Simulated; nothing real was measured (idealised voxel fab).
Module name: voxel gate over fins (process module)
It is cross-section cut that appears here, measuring 195 nm in width, its square cells being 5 nm in size.
If you're reading a cross-section in this doc, picture square cells in a grid; it comes to you as bands, top ones listed first down to the bottom, and a band can be one or more rows of cells.
Heads up on the band format: heights come first, top then bottom, in nm. After that it's the materials left to right, each with its width in nm. A single material flagged "all across" fills the whole band edge to edge, and "blank" means there's empty space there.
Measure heights from 0. That's the level where, below it, the as-received wafer is all one material. The lowest band is bottomless and extends downward; write it as in "0..down".
So if you see something like "30->40" for the width, read it as the top row of the band sitting at the first number and the bottom row at the second, with every row in between moving by the same amount as the last.
The designation "remained unchanged", where it is given for a processing step, indicates that no cell of the cross-section was altered in the course of that step.
What "Fully sealed cavities" gives you is every empty space of 8 cells or more that is cut off from the top. Each appears as width x height at distance, with the distance taken from the left edge and width, height and distance all in nm.
Note: text after step settings on the step line = simulator remark on that step.
"overlay nm" answers the question of how far to the right of plan the mask lay on a step that has a mask, and when it is negative the answer is to the left.
Here's what the planned process steps look like:
1) RECEIVE, material Si
2) CONFORMAL_DEP, material SiN, thk nm 5
3) PATTERN, tone cover, mask id FINS, material resist, width nm 15, pitch nm 40, thk nm 20, overlay nm 0
4) DIRECTIONAL_ETCH, etch materials SiN, depth nm 5
5) DIRECTIONAL_ETCH, etch materials Si, depth nm 35
6) STRIP, etch materials resist
7) OXIDIZE, depth nm 5
8) FILL_DEP, material SiO2, thk nm 15
9) CMP, height nm 5
10) SELECTIVE_ETCH, etch materials SiO2, depth nm 20
11) STRIP, etch materials SiN
12) CONFORMAL_DEP, material HfO2, thk nm 5
13) CONFORMAL_DEP, material TiN, thk nm 5
14) FILL_DEP, material W, thk nm 15
15) CMP, height nm 20
16) CONFORMAL_DEP, material SiCN, thk nm 10
Incoming wafer in cross-section (state: after step 1):
> 0..down | Si all across
> Fully sealed cavities: none
a wafer at the end: this start, this plan, one mistake:
> 30..20 | SiCN all across
> 20..10 | HfO2 all across
> 10..5 | HfO2: 65 / TiN: 25 / HfO2: 15 / TiN: 25 / HfO2: 65
> 5..0 | HfO2: 65 / TiN: 5 / HfO2: 15 / TiN: 5 / HfO2: 15 / TiN: 5 / HfO2: 15 / TiN: 5 / HfO2: 65
> 0..-5 | HfO2: 65 / TiN: 5 / HfO2: 5 / Si: 5 / HfO2: 5 / TiN: 5 / HfO2: 15 / TiN: 5 / HfO2: 5 / Si: 5 / HfO2: 5 / TiN: 5 / HfO2: 65
> -5..-10 | TiN: 70 / HfO2: 5 / Si: 5 / HfO2: 5 / TiN: 25 / HfO2: 5 / Si: 5 / HfO2: 5 / TiN: 70
> -10..-15 | HfO2: 75 / Si: 5 / HfO2: 35 / Si: 5 / HfO2: 75
> -15..-40 | SiO2: 75 / Si: 5 / SiO2: 35 / Si: 5 / SiO2: 75
> -40..down | Si all across
> Fully sealed cavities: none
Here's what went sideways: note that step 14 departed from the planned setting and was carried out as FILL_DEP, material HfO2, thk nm 15
